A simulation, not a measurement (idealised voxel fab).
Process module heading - voxel ribs on slabs
Section shown: cut. Width: 270 nm. Cell size: 5 nm, square.
For the purposes of this document, a cross-section shall be understood as a grid of square cells, specified as bands listed in top-to-bottom order, each band consisting of one or more rows of cells. Within each band entry, the heights of the top and of the bottom of the band appear first, in that order and in nm; the materials of the band then follow from left to right, each with its corresponding width in nm. The designation "full width" on a single material indicates that it fills the band from edge to edge; the designation "empty" indicates empty space. Height is counted from the level 0, under which the received wafer is composed throughout of one material. The lowest of the bands is not closed at the bottom but continues downward, in the notation "top 0, no bottom". When a width is written as two numbers, as in "30->40", the first number is the width in the top row of cells of the band and the second is the width in its bottom row, and the width changes by the same amount from each row to the next. The cross-section has no changed cell in any step marked "no change occurred". Entry "Enclosed cavity list" = empty spaces >= 8 cells with no open way to the top; each as width x height at distance, distance from left edge, all nm. Whatever follows a step's settings on its line is a remark the simulator itself makes about that step. The setting "overlay nm" may be written on the line of a step. When the step uses a mask, the value reports how far to the right of the planned place the mask lay, and a negative value reports that it lay to the left.

Here's what the planned process steps look like
1,RECEIVE (material Si)
2,DIRECTIONAL_DEP (material SiO2; thk nm 30)
3,DIRECTIONAL_DEP (material polySi; thk nm 15)
4,MASKED_ETCH (tone cover; mask id RIB; width nm 15; etch materials polySi; depth nm 10; overlay nm 0)
5,PATTERN (tone cover; mask id SLAB; material resist; width nm 65; thk nm 15; overlay nm 0)
6,DIRECTIONAL_ETCH (etch materials polySi; depth nm 5)
7,STRIP (etch materials resist)
8,FILL_DEP (material SiO2; thk nm 25)
9,CMP (height nm 65)
10,DIRECTIONAL_DEP (material W; thk nm 10)
11,MASKED_ETCH (tone cover; mask id HEATER; width nm 25; etch materials W; depth nm 10; overlay nm 0)
12,CONFORMAL_DEP (material SiO2; thk nm 10)

Cross-section: wafer on arrival = after step 1
    top 0, no bottom: Si full width
    Enclosed cavity list: none

End state of the module in cross-section, given the above starting point and plan and one mistake in execution
    top 85, bottom 75: 115 of empty; 35 of SiO2; 120 of empty
    top 75, bottom 65: 125 of SiO2; 15 of W; 130 of SiO2
    top 65, bottom 45: SiO2 full width
    top 45, bottom 35: 125 of SiO2; 15 of polySi; 130 of SiO2
    top 35, bottom 30: 100 of SiO2; 65 of polySi; 105 of SiO2
    top 30, bottom 0: SiO2 full width
    top 0, no bottom: Si full width
    Enclosed cavity list: none
Here's what went sideways: so step 11 ended up running with a different setting than we planned, it ran as MASKED_ETCH (tone cover; mask id HEATER; width nm 15; etch materials W; depth nm 10; overlay nm 0)
